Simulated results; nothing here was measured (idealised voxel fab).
process module | voxel transistor to metal
cross-section cut | 150 nm wide | cells 5 nm
A cross-section is a grid of square cells, given in bands from the top down. A band is one or more rows of cells.
Each band's line starts with the height of the band's top and of its bottom, in nm. Then come its materials from left to right, each with its width in nm. One material with "throughout" fills the band from edge to edge. "air" is empty space.
Height 0 is the level under which the wafer as received is all one material. The lowest band goes on downwards, as in "0 down".
A width such as "30 to 40" changes by the same amount from each row of cells to the next, from the band's top row to its bottom row.
"no change" after a step means that no cell of the cross-section changed.
closed voids: empty space of 8 cells or more with no open way to the top, each as width x height at its distance from the left edge, in nm
after a step's settings: what the simulator itself notes on the step
overlay nm, on a step with a mask: how far to the right of its planned place the mask lay; to the left if negative
plan
1 op RECEIVE | material Si
2 op OXIDIZE | depth nm 5
3 op CONFORMAL_DEP | material SiN | thk nm 10
4 op MASKED_ETCH | tone cover | mask id ACTIVE | width nm 105 | etch materials SiN | depth nm 10 | overlay nm 0
5 op MASKED_ETCH | tone cover | mask id ACTIVE | width nm 105 | etch materials SiO2 | depth nm 5 | overlay nm 0
6 op MASKED_ETCH | tone cover | mask id ACTIVE | width nm 105 | etch materials Si | depth nm 25 | overlay nm 0
7 op FILL_DEP | material SiO2 | thk nm 15
8 op CMP | height nm 10
9 op SELECTIVE_ETCH | etch materials SiO2 | depth nm 10
10 op STRIP | etch materials SiN
11 op SELECTIVE_ETCH | etch materials SiO2 | depth nm 5
12 op OXIDIZE | depth nm 5
13 op DIRECTIONAL_DEP | material polySi | thk nm 20
14 op DIRECTIONAL_DEP | material SiCN | thk nm 10
15 op PATTERN | tone cover | mask id GATE | material resist | width nm 15 | thk nm 15 | overlay nm 0
16 op DIRECTIONAL_ETCH | etch materials SiCN | depth nm 20
17 op DIRECTIONAL_ETCH | etch materials polySi | depth nm 30
18 op STRIP | etch materials resist
19 op CONFORMAL_DEP | material SiO2 | thk nm 5
20 op DIRECTIONAL_ETCH | etch materials SiO2 | depth nm 5
21 op CONFORMAL_DEP | material SiN | thk nm 10
22 op DIRECTIONAL_ETCH | etch materials SiN | depth nm 10
23 op DIRECTIONAL_ETCH | etch materials SiO2 | depth nm 5
24 op DIRECTIONAL_ETCH | etch materials Si | depth nm 5
25 op EPI | material SiGe | thk nm 5
26 op FILL_DEP | material SiO2 | thk nm 5
27 op CMP | height nm 25
28 op DIRECTIONAL_DEP | material SiO2 | thk nm 10
29 op DIRECTIONAL_DEP | material aC | thk nm 15
30 op PATTERN | tone open | mask id CONTACT | material resist | width nm 30 | pitch nm 55 | thk nm 35 | overlay nm 0
31 op DIRECTIONAL_ETCH | etch materials aC | depth nm 15
32 op STRIP | etch materials resist
33 op DIRECTIONAL_ETCH | etch materials SiO2 | depth nm 45
34 op STRIP | etch materials aC
35 op CONFORMAL_DEP | material TiN | thk nm 5
36 op FILL_DEP | material W | thk nm 5
37 op CMP | height nm 35
38 op DIRECTIONAL_DEP | material TiN | thk nm 5
39 op DIRECTIONAL_DEP | material Ru | thk nm 15
40 op PATTERN | tone cover | mask id METAL_1 | material resist | width nm 15 | pitch nm 70 | thk nm 20 | overlay nm 0
41 op DIRECTIONAL_ETCH | etch materials Ru | depth nm 15
42 op DIRECTIONAL_ETCH | etch materials TiN | depth nm 5
43 op STRIP | etch materials resist
44 op CONFORMAL_DEP | material SiCN | thk nm 5
45 op FILL_DEP | material lowk | thk nm 10
46 op CMP | height nm 55
47 op CONFORMAL_DEP | material SiCN | thk nm 5
48 op DIRECTIONAL_DEP | material SiO2 | thk nm 35
49 op PATTERN | tone open | mask id METAL_2 | material resist | width nm 15 | pitch nm 70 | thk nm 20 | overlay nm -15
50 op DIRECTIONAL_ETCH | etch materials SiO2 | depth nm 20
51 op STRIP | etch materials resist
52 op DIRECTIONAL_DEP | material aC | thk nm 10
53 op PATTERN | tone open | mask id METAL_2_HOLES | material resist | width nm 15 | pitch nm 70 | thk nm 30 | overlay nm 0
54 op DIRECTIONAL_ETCH | etch materials aC | depth nm 10
55 op STRIP | etch materials resist
56 op DIRECTIONAL_ETCH | etch materials SiO2 | depth nm 15
57 op DIRECTIONAL_ETCH | etch materials SiCN | depth nm 5
58 op STRIP | etch materials aC
59 op CONFORMAL_DEP | material TiN | thk nm 5
60 op FILL_DEP | material Cu | thk nm 5
61 op CMP | height nm 95
62 op CONFORMAL_DEP | material SiCN | thk nm 5
varied across the wafers: overlay nm of step 49. The plan shows the first wafer's value. All wafers start alike
first wafer as received, after step 1
  0 down: Si throughout
  closed voids: none
each wafer at the end: cells of each material gained (+) or lost (-) since it was received, then its closed voids
overlay nm -15 | +18 Cu | +18 Ru | -108 Si | +102 SiCN | +14 SiGe | +24 SiN | +352 SiO2 | +74 TiN | +34 W | +60 lowk | +12 polySi | closed voids: none
overlay nm -10 | +14 Cu | +18 Ru | -108 Si | +100 SiCN | +14 SiGe | +24 SiN | +352 SiO2 | +80 TiN | +34 W | +60 lowk | +12 polySi | closed voids: none
overlay nm -5 | +10 Cu | +18 Ru | -108 Si | +98 SiCN | +14 SiGe | +24 SiN | +352 SiO2 | +86 TiN | +34 W | +60 lowk | +12 polySi | closed voids: none
overlay nm 0 | +14 Cu | +18 Ru | -108 Si | +96 SiCN | +14 SiGe | +24 SiN | +352 SiO2 | +84 TiN | +34 W | +60 lowk | +12 polySi | closed voids: none
overlay nm 5 | +10 Cu | +18 Ru | -108 Si | +98 SiCN | +14 SiGe | +24 SiN | +352 SiO2 | +86 TiN | +34 W | +60 lowk | +12 polySi | closed voids: none
overlay nm 10 | +14 Cu | +18 Ru | -108 Si | +100 SiCN | +14 SiGe | +24 SiN | +352 SiO2 | +80 TiN | +34 W | +60 lowk | +12 polySi | closed voids: none
overlay nm 15 | +18 Cu | +18 Ru | -108 Si | +102 SiCN | +14 SiGe | +24 SiN | +352 SiO2 | +74 TiN | +34 W | +60 lowk | +12 polySi | closed voids: none
